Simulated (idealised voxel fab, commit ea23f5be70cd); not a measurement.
Process module under the name voxel double patterning
We display cut, a cross-section 255 nm in width whose square cells are each 5 nm.
Just so we're on the same page, the cross-sections are grids of square cells, and they're listed out in bands top to bottom, each band one or more rows deep. Read a band's entry like this: the first values are the height of its top and the height of its bottom in nm, and what follows is the sequence of materials from left to right, each with its width in nm. Note that "blank" is empty space, and that a single material marked "everywhere" reaches across the band from edge to edge. Convention: height 0 is the level below which the wafer, as received, is all one material. The lowest band does not terminate at the bottom but continues downward, represented as "0 and below". Note: "30->40" means the width goes from the first number (top row of the band) to the second number (bottom row) in equal steps per row of cells. Where the words "same as before" appear for a step, the cross-section shows no cell changed by that step; every cell remained as before. Listed in "Catalogued sealed voids": every empty space of 8 or more cells without an open way to the top. Form: width x height at distance, the distance being from the left edge, all in nm. Heads up: the bit after the settings on a step's line is the simulator's remark on that step. overlay nm: mask offset rightward from planned place, masked step; negative means leftward offset.

**So here's the lineup of process steps we planned**
step 1: RECEIVE | material Si
step 2: CONFORMAL_DEP | material SiO2 | thk nm 5
step 3: DIRECTIONAL_DEP | material polySi | thk nm 10
step 4: DIRECTIONAL_DEP | material SiN | thk nm 5
step 5: PATTERN | tone open | mask id FIRST | material resist | width nm 15 | pitch nm 50 | thk nm 20 | overlay nm 0
step 6: DIRECTIONAL_ETCH | etch materials SiN | depth nm 5
step 7: STRIP | etch materials resist
step 8: DIRECTIONAL_DEP | material aC | thk nm 10
step 9: PATTERN | tone open | mask id SECOND | material resist | width nm 15 | pitch nm 50 | thk nm 30 | overlay nm 0
step 10: DIRECTIONAL_ETCH | etch materials aC | depth nm 10
step 11: STRIP | etch materials resist
step 12: DIRECTIONAL_ETCH | etch materials SiN | depth nm 5
step 13: STRIP | etch materials aC
step 14: DIRECTIONAL_ETCH | etch materials polySi | depth nm 5
step 15: STRIP | etch materials SiN
The wafers are alike at the start. At step 14, their depth nm differs. The plan lists the first wafer's value.

**Cross-section of the first incoming wafer of several, state after step 1**
0 and below | Si everywhere
Catalogued sealed voids: none

**First wafer of several, cross-section, module end, after step 15 (last)**
15 down to 10 | polySi 70, blank 15, polySi 10, blank 15, polySi 10, blank 15, polySi 10, blank 15, polySi 10, blank 15, polySi 70
10 down to 5 | polySi everywhere
5 down to 0 | SiO2 everywhere
0 and below | Si everywhere
Catalogued sealed voids: none

**So this is the cross-section on the last wafer at the end of the module**
15 down to 5 | polySi 70, blank 15, polySi 10, blank 15, polySi 10, blank 15, polySi 10, blank 15, polySi 10, blank 15, polySi 70
5 down to 0 | SiO2 everywhere
0 and below | Si everywhere
Catalogued sealed voids: none

**End of module, by wafer: material-by-material cell gain (+) or loss (-) since receipt, then closed voids**
depth nm 5; +51 SiO2; +87 polySi; Catalogued sealed voids: none
depth nm 10; +51 SiO2; +72 polySi; Catalogued sealed voids: none
depth nm 15; +51 SiO2; +72 polySi; Catalogued sealed voids: none
depth nm 20; +51 SiO2; +72 polySi; Catalogued sealed voids: none
depth nm 25; +51 SiO2; +72 polySi; Catalogued sealed voids: none
